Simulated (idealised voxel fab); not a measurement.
process module | voxel wiring stack
cross-section cut | 195 nm wide | cells 5 nm
A cross-section is a grid of square cells, given in bands from the top down. A band is one or more rows of cells.
Each band's line starts with the height of the band's top and of its bottom, in nm. Then come its materials from left to right, each with its width in nm. One material with "throughout" fills the band from edge to edge. "air" is empty space.
Height 0 is the level under which the wafer as received is all one material. The lowest band goes on downwards, as in "0 down".
A width such as "30 to 40" changes by the same amount from each row of cells to the next, from the band's top row to its bottom row.
"no change" after a step means that no cell of the cross-section changed.
closed voids: empty space of 8 cells or more with no open way to the top, each as width x height at its distance from the left edge, in nm
after a step's settings: what the simulator itself notes on the step
overlay nm, on a step with a mask: how far to the right of its planned place the mask lay; to the left if negative
plan
1 op RECEIVE | material Si
2 op CONFORMAL_DEP | material SiO2 | thk nm 10
3 op DIRECTIONAL_DEP | material TiN | thk nm 5
4 op DIRECTIONAL_DEP | material Ru | thk nm 20
5 op PATTERN | tone cover | mask id METAL_1 | material resist | width nm 30 | pitch nm 45 | thk nm 15 | overlay nm 0
6 op DIRECTIONAL_ETCH | etch materials Ru | depth nm 20
7 op DIRECTIONAL_ETCH | etch materials TiN | depth nm 5
8 op STRIP | etch materials resist
9 op FILL_DEP | material lowk | thk nm 10
10 op CMP | height nm 35
11 op CONFORMAL_DEP | material SiCN | thk nm 5
12 op DIRECTIONAL_DEP | material lowk | thk nm 20
13 op DIRECTIONAL_DEP | material aC | thk nm 15
14 op PATTERN | tone open | mask id PLUG_1 | material resist | width nm 15 | pitch nm 45 | thk nm 35 | overlay nm 0
15 op DIRECTIONAL_ETCH | etch materials aC | depth nm 15
16 op STRIP | etch materials resist
17 op DIRECTIONAL_ETCH | etch materials lowk | depth nm 20
18 op DIRECTIONAL_ETCH | etch materials SiCN | depth nm 5
19 op STRIP | etch materials aC
20 op CONFORMAL_DEP | material TiN | thk nm 5
21 op FILL_DEP | material Ru | thk nm 10
22 op CMP | height nm 60
23 op DIRECTIONAL_DEP | material TiN | thk nm 5
24 op DIRECTIONAL_DEP | material W | thk nm 15
25 op PATTERN | tone cover | mask id METAL_2 | material resist | width nm 30 | pitch nm 45 | thk nm 15 | overlay nm 0
26 op DIRECTIONAL_ETCH | etch materials W | depth nm 15
27 op DIRECTIONAL_ETCH | etch materials TiN | depth nm 5
28 op STRIP | etch materials resist
29 op FILL_DEP | material lowk | thk nm 10
30 op CMP | height nm 80
31 op CONFORMAL_DEP | material SiCN | thk nm 5
32 op DIRECTIONAL_DEP | material SiO2 | thk nm 35
33 op DIRECTIONAL_DEP | material aC | thk nm 10
34 op PATTERN | tone open | mask id METAL_3 | material resist | width nm 30 | pitch nm 45 | thk nm 30 | overlay nm 0
35 op DIRECTIONAL_ETCH | etch materials aC | depth nm 10
36 op STRIP | etch materials resist
37 op DIRECTIONAL_ETCH | etch materials SiO2 | depth nm 20
38 op STRIP | etch materials aC
39 op DIRECTIONAL_DEP | material aC | thk nm 15
40 op PATTERN | tone open | mask id METAL_3_HOLES | material resist | width nm 15 | pitch nm 90 | thk nm 30 | overlay nm 0
41 op DIRECTIONAL_ETCH | etch materials aC | depth nm 15
42 op STRIP | etch materials resist
43 op DIRECTIONAL_ETCH | etch materials SiO2 | depth nm 15
44 op DIRECTIONAL_ETCH | etch materials SiCN | depth nm 5
45 op STRIP | etch materials aC
46 op CONFORMAL_DEP | material TiN | thk nm 5
47 op FILL_DEP | material Ru | thk nm 5
48 op CMP | height nm 120
49 op CONFORMAL_DEP | material SiCN | thk nm 5
first wafer, as planned
as received, after step 1
  0 down: Si throughout
  closed voids: none
after step 2
  10 to 0: SiO2 throughout
  below 0: unchanged
after step 3
  15 to 10: TiN throughout
  below 10: unchanged
after step 4
  35 to 15: Ru throughout
  below 15: unchanged
after step 5
  50 to 35: air 15 | resist 30 | air 15 | resist 30 | air 15 | resist 30 | air 15 | resist 30 | air 15
  below 35: unchanged
after step 6
  50 to 35: air 15 | resist 30 | air 15 | resist 30 | air 15 | resist 30 | air 15 | resist 30 | air 15
  35 to 15: air 15 | Ru 30 | air 15 | Ru 30 | air 15 | Ru 30 | air 15 | Ru 30 | air 15
  below 15: unchanged
after step 7
  50 to 35: air 15 | resist 30 | air 15 | resist 30 | air 15 | resist 30 | air 15 | resist 30 | air 15
  35 to 15: air 15 | Ru 30 | air 15 | Ru 30 | air 15 | Ru 30 | air 15 | Ru 30 | air 15
  15 to 10: air 15 | TiN 30 | air 15 | TiN 30 | air 15 | TiN 30 | air 15 | TiN 30 | air 15
  below 10: unchanged
after step 8
  35 to 15: air 15 | Ru 30 | air 15 | Ru 30 | air 15 | Ru 30 | air 15 | Ru 30 | air 15
  below 15: unchanged
after step 9
  45 to 35: lowk throughout
  35 to 15: lowk 15 | Ru 30 | lowk 15 | Ru 30 | lowk 15 | Ru 30 | lowk 15 | Ru 30 | lowk 15
  15 to 10: lowk 15 | TiN 30 | lowk 15 | TiN 30 | lowk 15 | TiN 30 | lowk 15 | TiN 30 | lowk 15
  below 10: unchanged
after step 10
  35 to 15: lowk 15 | Ru 30 | lowk 15 | Ru 30 | lowk 15 | Ru 30 | lowk 15 | Ru 30 | lowk 15
  below 15: unchanged
after step 11
  40 to 35: SiCN throughout
  below 35: unchanged
after step 12
  60 to 40: lowk throughout
  below 40: unchanged
after step 13
  75 to 60: aC throughout
  below 60: unchanged
after step 14
  110 to 75: resist 15 | air 15 | resist 30 | air 15 | resist 30 | air 15 | resist 30 | air 15 | resist 30
  below 75: unchanged
after step 15
  95 to 75: resist 15 | air 15 | resist 30 | air 15 | resist 30 | air 15 | resist 30 | air 15 | resist 30
  75 to 60: aC 15 | air 15 | aC 30 | air 15 | aC 30 | air 15 | aC 30 | air 15 | aC 30
  below 60: unchanged
after step 16
  75 to 60: aC 15 | air 15 | aC 30 | air 15 | aC 30 | air 15 | aC 30 | air 15 | aC 30
  below 60: unchanged
after step 17
  75 to 60: aC 15 | air 15 | aC 30 | air 15 | aC 30 | air 15 | aC 30 | air 15 | aC 30
  60 to 40: lowk 15 | air 15 | lowk 30 | air 15 | lowk 30 | air 15 | lowk 30 | air 15 | lowk 30
  below 40: unchanged
after step 18
  75 to 60: aC 15 | air 15 | aC 30 | air 15 | aC 30 | air 15 | aC 30 | air 15 | aC 30
  60 to 40: lowk 15 | air 15 | lowk 30 | air 15 | lowk 30 | air 15 | lowk 30 | air 15 | lowk 30
  40 to 35: SiCN 15 | air 15 | SiCN 30 | air 15 | SiCN 30 | air 15 | SiCN 30 | air 15 | SiCN 30
  below 35: unchanged
after step 19
  60 to 40: lowk 15 | air 15 | lowk 30 | air 15 | lowk 30 | air 15 | lowk 30 | air 15 | lowk 30
  below 40: unchanged
after step 20
  65 to 60: TiN 20 | air 5 | TiN 40 | air 5 | TiN 40 | air 5 | TiN 40 | air 5 | TiN 35
  60 to 40: lowk 15 | TiN 5 | air 5 | TiN 5 | lowk 30 | TiN 5 | air 5 | TiN 5 | lowk 30 | TiN 5 | air 5 | TiN 5 | lowk 30 | TiN 5 | air 5 | TiN 5 | lowk 30
  40 to 35: SiCN 15 | TiN 15 | SiCN 30 | TiN 15 | SiCN 30 | TiN 15 | SiCN 30 | TiN 15 | SiCN 30
  below 35: unchanged
after step 21
  75 to 65: Ru throughout
  65 to 60: TiN 20 | Ru 5 | TiN 40 | Ru 5 | TiN 40 | Ru 5 | TiN 40 | Ru 5 | TiN 35
  60 to 40: lowk 15 | TiN 5 | Ru 5 | TiN 5 | lowk 30 | TiN 5 | Ru 5 | TiN 5 | lowk 30 | TiN 5 | Ru 5 | TiN 5 | lowk 30 | TiN 5 | Ru 5 | TiN 5 | lowk 30
  below 40: unchanged
after step 22
  60 to 40: lowk 15 | TiN 5 | Ru 5 | TiN 5 | lowk 30 | TiN 5 | Ru 5 | TiN 5 | lowk 30 | TiN 5 | Ru 5 | TiN 5 | lowk 30 | TiN 5 | Ru 5 | TiN 5 | lowk 30
  below 40: unchanged
after step 23
  65 to 60: TiN throughout
  below 60: unchanged
after step 24
  80 to 65: W throughout
  below 65: unchanged
after step 25
  95 to 80: air 15 | resist 30 | air 15 | resist 30 | air 15 | resist 30 | air 15 | resist 30 | air 15
  below 80: unchanged
after step 26
  95 to 80: air 15 | resist 30 | air 15 | resist 30 | air 15 | resist 30 | air 15 | resist 30 | air 15
  80 to 65: air 15 | W 30 | air 15 | W 30 | air 15 | W 30 | air 15 | W 30 | air 15
  below 65: unchanged
after step 27
  95 to 80: air 15 | resist 30 | air 15 | resist 30 | air 15 | resist 30 | air 15 | resist 30 | air 15
  80 to 65: air 15 | W 30 | air 15 | W 30 | air 15 | W 30 | air 15 | W 30 | air 15
  65 to 60: air 15 | TiN 30 | air 15 | TiN 30 | air 15 | TiN 30 | air 15 | TiN 30 | air 15
  below 60: unchanged
after step 28
  80 to 65: air 15 | W 30 | air 15 | W 30 | air 15 | W 30 | air 15 | W 30 | air 15
  below 65: unchanged
after step 29
  90 to 80: lowk throughout
  80 to 65: lowk 15 | W 30 | lowk 15 | W 30 | lowk 15 | W 30 | lowk 15 | W 30 | lowk 15
  65 to 60: lowk 15 | TiN 30 | lowk 15 | TiN 30 | lowk 15 | TiN 30 | lowk 15 | TiN 30 | lowk 15
  below 60: unchanged
after step 30
  80 to 65: lowk 15 | W 30 | lowk 15 | W 30 | lowk 15 | W 30 | lowk 15 | W 30 | lowk 15
  below 65: unchanged
after step 31
  85 to 80: SiCN throughout
  below 80: unchanged
after step 32
  120 to 85: SiO2 throughout
  below 85: unchanged
after step 33
  130 to 120: aC throughout
  below 120: unchanged
after step 34
  160 to 130: resist 15 | air 30 | resist 15 | air 30 | resist 15 | air 30 | resist 15 | air 30 | resist 15
  below 130: unchanged
after step 35
  150 to 130: resist 15 | air 30 | resist 15 | air 30 | resist 15 | air 30 | resist 15 | air 30 | resist 15
  130 to 120: aC 15 | air 30 | aC 15 | air 30 | aC 15 | air 30 | aC 15 | air 30 | aC 15
  below 120: unchanged
after step 36
  130 to 120: aC 15 | air 30 | aC 15 | air 30 | aC 15 | air 30 | aC 15 | air 30 | aC 15
  below 120: unchanged
after step 37
  130 to 120: aC 15 | air 30 | aC 15 | air 30 | aC 15 | air 30 | aC 15 | air 30 | aC 15
  120 to 100: SiO2 15 | air 30 | SiO2 15 | air 30 | SiO2 15 | air 30 | SiO2 15 | air 30 | SiO2 15
  below 100: unchanged
after step 38
  120 to 100: SiO2 15 | air 30 | SiO2 15 | air 30 | SiO2 15 | air 30 | SiO2 15 | air 30 | SiO2 15
  below 100: unchanged
after step 39
  135 to 120: aC 15 | air 30 | aC 15 | air 30 | aC 15 | air 30 | aC 15 | air 30 | aC 15
  120 to 115: SiO2 15 | air 30 | SiO2 15 | air 30 | SiO2 15 | air 30 | SiO2 15 | air 30 | SiO2 15
  115 to 100: SiO2 15 | aC 30 | SiO2 15 | aC 30 | SiO2 15 | aC 30 | SiO2 15 | aC 30 | SiO2 15
  below 100: unchanged
after step 40
  165 to 135: resist 15 | air 15 | resist 75 | air 15 | resist 75
  135 to 120: aC 15 | air 15 | resist 15 | aC 15 | resist 30 | aC 15 | air 15 | resist 15 | aC 15 | resist 30 | aC 15
  120 to 115: SiO2 15 | air 15 | resist 15 | SiO2 15 | resist 30 | SiO2 15 | air 15 | resist 15 | SiO2 15 | resist 30 | SiO2 15
  below 115: unchanged
after step 41
  150 to 135: resist 15 | air 15 | resist 75 | air 15 | resist 75
  135 to 120: aC 15 | air 15 | resist 15 | aC 15 | resist 30 | aC 15 | air 15 | resist 15 | aC 15 | resist 30 | aC 15
  120 to 115: SiO2 15 | air 15 | resist 15 | SiO2 15 | resist 30 | SiO2 15 | air 15 | resist 15 | SiO2 15 | resist 30 | SiO2 15
  115 to 100: SiO2 15 | air 15 | aC 15 | SiO2 15 | aC 30 | SiO2 15 | air 15 | aC 15 | SiO2 15 | aC 30 | SiO2 15
  below 100: unchanged
after step 42
  135 to 120: aC 15 | air 30 | aC 15 | air 30 | aC 15 | air 30 | aC 15 | air 30 | aC 15
  120 to 115: SiO2 15 | air 30 | SiO2 15 | air 30 | SiO2 15 | air 30 | SiO2 15 | air 30 | SiO2 15
  below 115: unchanged
after step 43
  135 to 120: aC 15 | air 30 | aC 15 | air 30 | aC 15 | air 30 | aC 15 | air 30 | aC 15
  120 to 115: SiO2 15 | air 30 | SiO2 15 | air 30 | SiO2 15 | air 30 | SiO2 15 | air 30 | SiO2 15
  115 to 100: SiO2 15 | air 15 | aC 15 | SiO2 15 | aC 30 | SiO2 15 | air 15 | aC 15 | SiO2 15 | aC 30 | SiO2 15
  100 to 85: SiO2 15 | air 15 | SiO2 75 | air 15 | SiO2 75
  below 85: unchanged
after step 44
  135 to 120: aC 15 | air 30 | aC 15 | air 30 | aC 15 | air 30 | aC 15 | air 30 | aC 15
  120 to 115: SiO2 15 | air 30 | SiO2 15 | air 30 | SiO2 15 | air 30 | SiO2 15 | air 30 | SiO2 15
  115 to 100: SiO2 15 | air 15 | aC 15 | SiO2 15 | aC 30 | SiO2 15 | air 15 | aC 15 | SiO2 15 | aC 30 | SiO2 15
  100 to 85: SiO2 15 | air 15 | SiO2 75 | air 15 | SiO2 75
  85 to 80: SiCN 15 | air 15 | SiCN 75 | air 15 | SiCN 75
  below 80: unchanged
after step 45
  120 to 100: SiO2 15 | air 30 | SiO2 15 | air 30 | SiO2 15 | air 30 | SiO2 15 | air 30 | SiO2 15
  below 100: unchanged
after step 46
  125 to 120: TiN 20 | air 20 | TiN 25 | air 20 | TiN 25 | air 20 | TiN 25 | air 20 | TiN 20
  120 to 105: SiO2 15 | TiN 5 | air 20 | TiN 5 | SiO2 15 | TiN 5 | air 20 | TiN 5 | SiO2 15 | TiN 5 | air 20 | TiN 5 | SiO2 15 | TiN 5 | air 20 | TiN 5 | SiO2 15
  105 to 100: SiO2 15 | TiN 5 | air 5 | TiN 20 | SiO2 15 | TiN 30 | SiO2 15 | TiN 5 | air 5 | TiN 20 | SiO2 15 | TiN 30 | SiO2 15
  100 to 85: SiO2 15 | TiN 5 | air 5 | TiN 5 | SiO2 75 | TiN 5 | air 5 | TiN 5 | SiO2 75
  85 to 80: SiCN 15 | TiN 15 | SiCN 75 | TiN 15 | SiCN 75
  below 80: unchanged
after step 47
  130 to 125: Ru throughout
  125 to 120: TiN 20 | Ru 20 | TiN 25 | Ru 20 | TiN 25 | Ru 20 | TiN 25 | Ru 20 | TiN 20
  120 to 105: SiO2 15 | TiN 5 | Ru 20 | TiN 5 | SiO2 15 | TiN 5 | Ru 20 | TiN 5 | SiO2 15 | TiN 5 | Ru 20 | TiN 5 | SiO2 15 | TiN 5 | Ru 20 | TiN 5 | SiO2 15
  105 to 100: SiO2 15 | TiN 5 | Ru 5 | TiN 20 | SiO2 15 | TiN 30 | SiO2 15 | TiN 5 | Ru 5 | TiN 20 | SiO2 15 | TiN 30 | SiO2 15
  100 to 85: SiO2 15 | TiN 5 | Ru 5 | TiN 5 | SiO2 75 | TiN 5 | Ru 5 | TiN 5 | SiO2 75
  below 85: unchanged
after step 48
  120 to 105: SiO2 15 | TiN 5 | Ru 20 | TiN 5 | SiO2 15 | TiN 5 | Ru 20 | TiN 5 | SiO2 15 | TiN 5 | Ru 20 | TiN 5 | SiO2 15 | TiN 5 | Ru 20 | TiN 5 | SiO2 15
  below 105: unchanged
after step 49
  125 to 120: SiCN throughout
  below 120: unchanged
second wafer: like start, like plan, one mistake. Through step 1 it matches the first wafer
when step 2 should have ended
  5 to 0: TiN throughout
  below 0: unchanged
when step 3 should have ended
  15 to 5: SiO2 throughout
  below 5: unchanged
when step 4 should have ended
  35 to 15: Ru throughout
  below 15: unchanged
when step 5 should have ended
  50 to 35: air 15 | resist 30 | air 15 | resist 30 | air 15 | resist 30 | air 15 | resist 30 | air 15
  below 35: unchanged
when step 6 should have ended
  50 to 35: air 15 | resist 30 | air 15 | resist 30 | air 15 | resist 30 | air 15 | resist 30 | air 15
  35 to 15: air 15 | Ru 30 | air 15 | Ru 30 | air 15 | Ru 30 | air 15 | Ru 30 | air 15
  below 15: unchanged
when step 7 should have ended: no change
when step 8 should have ended
  35 to 15: air 15 | Ru 30 | air 15 | Ru 30 | air 15 | Ru 30 | air 15 | Ru 30 | air 15
  below 15: unchanged
when step 9 should have ended
  45 to 35: lowk throughout
  35 to 15: lowk 15 | Ru 30 | lowk 15 | Ru 30 | lowk 15 | Ru 30 | lowk 15 | Ru 30 | lowk 15
  below 15: unchanged
when step 10 should have ended
  35 to 15: lowk 15 | Ru 30 | lowk 15 | Ru 30 | lowk 15 | Ru 30 | lowk 15 | Ru 30 | lowk 15
  below 15: unchanged
when step 11 should have ended
  40 to 35: SiCN throughout
  below 35: unchanged
when step 12 should have ended
  60 to 40: lowk throughout
  below 40: unchanged
when step 13 should have ended
  75 to 60: aC throughout
  below 60: unchanged
when step 14 should have ended
  110 to 75: resist 15 | air 15 | resist 30 | air 15 | resist 30 | air 15 | resist 30 | air 15 | resist 30
  below 75: unchanged
when step 15 should have ended
  95 to 75: resist 15 | air 15 | resist 30 | air 15 | resist 30 | air 15 | resist 30 | air 15 | resist 30
  75 to 60: aC 15 | air 15 | aC 30 | air 15 | aC 30 | air 15 | aC 30 | air 15 | aC 30
  below 60: unchanged
when step 16 should have ended
  75 to 60: aC 15 | air 15 | aC 30 | air 15 | aC 30 | air 15 | aC 30 | air 15 | aC 30
  below 60: unchanged
when step 17 should have ended
  75 to 60: aC 15 | air 15 | aC 30 | air 15 | aC 30 | air 15 | aC 30 | air 15 | aC 30
  60 to 40: lowk 15 | air 15 | lowk 30 | air 15 | lowk 30 | air 15 | lowk 30 | air 15 | lowk 30
  below 40: unchanged
when step 18 should have ended
  75 to 60: aC 15 | air 15 | aC 30 | air 15 | aC 30 | air 15 | aC 30 | air 15 | aC 30
  60 to 40: lowk 15 | air 15 | lowk 30 | air 15 | lowk 30 | air 15 | lowk 30 | air 15 | lowk 30
  40 to 35: SiCN 15 | air 15 | SiCN 30 | air 15 | SiCN 30 | air 15 | SiCN 30 | air 15 | SiCN 30
  below 35: unchanged
when step 19 should have ended
  60 to 40: lowk 15 | air 15 | lowk 30 | air 15 | lowk 30 | air 15 | lowk 30 | air 15 | lowk 30
  below 40: unchanged
when step 20 should have ended
  65 to 60: TiN 20 | air 5 | TiN 40 | air 5 | TiN 40 | air 5 | TiN 40 | air 5 | TiN 35
  60 to 40: lowk 15 | TiN 5 | air 5 | TiN 5 | lowk 30 | TiN 5 | air 5 | TiN 5 | lowk 30 | TiN 5 | air 5 | TiN 5 | lowk 30 | TiN 5 | air 5 | TiN 5 | lowk 30
  40 to 35: SiCN 15 | TiN 15 | SiCN 30 | TiN 15 | SiCN 30 | TiN 15 | SiCN 30 | TiN 15 | SiCN 30
  below 35: unchanged
when step 21 should have ended
  75 to 65: Ru throughout
  65 to 60: TiN 20 | Ru 5 | TiN 40 | Ru 5 | TiN 40 | Ru 5 | TiN 40 | Ru 5 | TiN 35
  60 to 40: lowk 15 | TiN 5 | Ru 5 | TiN 5 | lowk 30 | TiN 5 | Ru 5 | TiN 5 | lowk 30 | TiN 5 | Ru 5 | TiN 5 | lowk 30 | TiN 5 | Ru 5 | TiN 5 | lowk 30
  below 40: unchanged
when step 22 should have ended
  60 to 40: lowk 15 | TiN 5 | Ru 5 | TiN 5 | lowk 30 | TiN 5 | Ru 5 | TiN 5 | lowk 30 | TiN 5 | Ru 5 | TiN 5 | lowk 30 | TiN 5 | Ru 5 | TiN 5 | lowk 30
  below 40: unchanged
when step 23 should have ended
  65 to 60: TiN throughout
  below 60: unchanged
when step 24 should have ended
  80 to 65: W throughout
  below 65: unchanged
when step 25 should have ended
  95 to 80: air 15 | resist 30 | air 15 | resist 30 | air 15 | resist 30 | air 15 | resist 30 | air 15
  below 80: unchanged
when step 26 should have ended
  95 to 80: air 15 | resist 30 | air 15 | resist 30 | air 15 | resist 30 | air 15 | resist 30 | air 15
  80 to 65: air 15 | W 30 | air 15 | W 30 | air 15 | W 30 | air 15 | W 30 | air 15
  below 65: unchanged
when step 27 should have ended
  95 to 80: air 15 | resist 30 | air 15 | resist 30 | air 15 | resist 30 | air 15 | resist 30 | air 15
  80 to 65: air 15 | W 30 | air 15 | W 30 | air 15 | W 30 | air 15 | W 30 | air 15
  65 to 60: air 15 | TiN 30 | air 15 | TiN 30 | air 15 | TiN 30 | air 15 | TiN 30 | air 15
  below 60: unchanged
when step 28 should have ended
  80 to 65: air 15 | W 30 | air 15 | W 30 | air 15 | W 30 | air 15 | W 30 | air 15
  below 65: unchanged
when step 29 should have ended
  90 to 80: lowk throughout
  80 to 65: lowk 15 | W 30 | lowk 15 | W 30 | lowk 15 | W 30 | lowk 15 | W 30 | lowk 15
  65 to 60: lowk 15 | TiN 30 | lowk 15 | TiN 30 | lowk 15 | TiN 30 | lowk 15 | TiN 30 | lowk 15
  below 60: unchanged
when step 30 should have ended
  80 to 65: lowk 15 | W 30 | lowk 15 | W 30 | lowk 15 | W 30 | lowk 15 | W 30 | lowk 15
  below 65: unchanged
when step 31 should have ended
  85 to 80: SiCN throughout
  below 80: unchanged
when step 32 should have ended
  120 to 85: SiO2 throughout
  below 85: unchanged
when step 33 should have ended
  130 to 120: aC throughout
  below 120: unchanged
when step 34 should have ended
  160 to 130: resist 15 | air 30 | resist 15 | air 30 | resist 15 | air 30 | resist 15 | air 30 | resist 15
  below 130: unchanged
when step 35 should have ended
  150 to 130: resist 15 | air 30 | resist 15 | air 30 | resist 15 | air 30 | resist 15 | air 30 | resist 15
  130 to 120: aC 15 | air 30 | aC 15 | air 30 | aC 15 | air 30 | aC 15 | air 30 | aC 15
  below 120: unchanged
when step 36 should have ended
  130 to 120: aC 15 | air 30 | aC 15 | air 30 | aC 15 | air 30 | aC 15 | air 30 | aC 15
  below 120: unchanged
when step 37 should have ended
  130 to 120: aC 15 | air 30 | aC 15 | air 30 | aC 15 | air 30 | aC 15 | air 30 | aC 15
  120 to 100: SiO2 15 | air 30 | SiO2 15 | air 30 | SiO2 15 | air 30 | SiO2 15 | air 30 | SiO2 15
  below 100: unchanged
when step 38 should have ended
  120 to 100: SiO2 15 | air 30 | SiO2 15 | air 30 | SiO2 15 | air 30 | SiO2 15 | air 30 | SiO2 15
  below 100: unchanged
when step 39 should have ended
  135 to 120: aC 15 | air 30 | aC 15 | air 30 | aC 15 | air 30 | aC 15 | air 30 | aC 15
  120 to 115: SiO2 15 | air 30 | SiO2 15 | air 30 | SiO2 15 | air 30 | SiO2 15 | air 30 | SiO2 15
  115 to 100: SiO2 15 | aC 30 | SiO2 15 | aC 30 | SiO2 15 | aC 30 | SiO2 15 | aC 30 | SiO2 15
  below 100: unchanged
when step 40 should have ended
  165 to 135: resist 15 | air 15 | resist 75 | air 15 | resist 75
  135 to 120: aC 15 | air 15 | resist 15 | aC 15 | resist 30 | aC 15 | air 15 | resist 15 | aC 15 | resist 30 | aC 15
  120 to 115: SiO2 15 | air 15 | resist 15 | SiO2 15 | resist 30 | SiO2 15 | air 15 | resist 15 | SiO2 15 | resist 30 | SiO2 15
  below 115: unchanged
when step 41 should have ended
  150 to 135: resist 15 | air 15 | resist 75 | air 15 | resist 75
  135 to 120: aC 15 | air 15 | resist 15 | aC 15 | resist 30 | aC 15 | air 15 | resist 15 | aC 15 | resist 30 | aC 15
  120 to 115: SiO2 15 | air 15 | resist 15 | SiO2 15 | resist 30 | SiO2 15 | air 15 | resist 15 | SiO2 15 | resist 30 | SiO2 15
  115 to 100: SiO2 15 | air 15 | aC 15 | SiO2 15 | aC 30 | SiO2 15 | air 15 | aC 15 | SiO2 15 | aC 30 | SiO2 15
  below 100: unchanged
when step 42 should have ended
  135 to 120: aC 15 | air 30 | aC 15 | air 30 | aC 15 | air 30 | aC 15 | air 30 | aC 15
  120 to 115: SiO2 15 | air 30 | SiO2 15 | air 30 | SiO2 15 | air 30 | SiO2 15 | air 30 | SiO2 15
  below 115: unchanged
when step 43 should have ended
  135 to 120: aC 15 | air 30 | aC 15 | air 30 | aC 15 | air 30 | aC 15 | air 30 | aC 15
  120 to 115: SiO2 15 | air 30 | SiO2 15 | air 30 | SiO2 15 | air 30 | SiO2 15 | air 30 | SiO2 15
  115 to 100: SiO2 15 | air 15 | aC 15 | SiO2 15 | aC 30 | SiO2 15 | air 15 | aC 15 | SiO2 15 | aC 30 | SiO2 15
  100 to 85: SiO2 15 | air 15 | SiO2 75 | air 15 | SiO2 75
  below 85: unchanged
when step 44 should have ended
  135 to 120: aC 15 | air 30 | aC 15 | air 30 | aC 15 | air 30 | aC 15 | air 30 | aC 15
  120 to 115: SiO2 15 | air 30 | SiO2 15 | air 30 | SiO2 15 | air 30 | SiO2 15 | air 30 | SiO2 15
  115 to 100: SiO2 15 | air 15 | aC 15 | SiO2 15 | aC 30 | SiO2 15 | air 15 | aC 15 | SiO2 15 | aC 30 | SiO2 15
  100 to 85: SiO2 15 | air 15 | SiO2 75 | air 15 | SiO2 75
  85 to 80: SiCN 15 | air 15 | SiCN 75 | air 15 | SiCN 75
  below 80: unchanged
when step 45 should have ended
  120 to 100: SiO2 15 | air 30 | SiO2 15 | air 30 | SiO2 15 | air 30 | SiO2 15 | air 30 | SiO2 15
  below 100: unchanged
when step 46 should have ended
  125 to 120: TiN 20 | air 20 | TiN 25 | air 20 | TiN 25 | air 20 | TiN 25 | air 20 | TiN 20
  120 to 105: SiO2 15 | TiN 5 | air 20 | TiN 5 | SiO2 15 | TiN 5 | air 20 | TiN 5 | SiO2 15 | TiN 5 | air 20 | TiN 5 | SiO2 15 | TiN 5 | air 20 | TiN 5 | SiO2 15
  105 to 100: SiO2 15 | TiN 5 | air 5 | TiN 20 | SiO2 15 | TiN 30 | SiO2 15 | TiN 5 | air 5 | TiN 20 | SiO2 15 | TiN 30 | SiO2 15
  100 to 85: SiO2 15 | TiN 5 | air 5 | TiN 5 | SiO2 75 | TiN 5 | air 5 | TiN 5 | SiO2 75
  85 to 80: SiCN 15 | TiN 15 | SiCN 75 | TiN 15 | SiCN 75
  below 80: unchanged
when step 47 should have ended
  130 to 125: Ru throughout
  125 to 120: TiN 20 | Ru 20 | TiN 25 | Ru 20 | TiN 25 | Ru 20 | TiN 25 | Ru 20 | TiN 20
  120 to 105: SiO2 15 | TiN 5 | Ru 20 | TiN 5 | SiO2 15 | TiN 5 | Ru 20 | TiN 5 | SiO2 15 | TiN 5 | Ru 20 | TiN 5 | SiO2 15 | TiN 5 | Ru 20 | TiN 5 | SiO2 15
  105 to 100: SiO2 15 | TiN 5 | Ru 5 | TiN 20 | SiO2 15 | TiN 30 | SiO2 15 | TiN 5 | Ru 5 | TiN 20 | SiO2 15 | TiN 30 | SiO2 15
  100 to 85: SiO2 15 | TiN 5 | Ru 5 | TiN 5 | SiO2 75 | TiN 5 | Ru 5 | TiN 5 | SiO2 75
  below 85: unchanged
when step 48 should have ended
  120 to 105: SiO2 15 | TiN 5 | Ru 20 | TiN 5 | SiO2 15 | TiN 5 | Ru 20 | TiN 5 | SiO2 15 | TiN 5 | Ru 20 | TiN 5 | SiO2 15 | TiN 5 | Ru 20 | TiN 5 | SiO2 15
  below 105: unchanged
when step 49 should have ended
  125 to 120: SiCN throughout
  below 120: unchanged
what went wrong: steps 2 and 3 were swapped
at the end the second wafer has, in cells: 15 more of TiN | 15 fewer of lowk
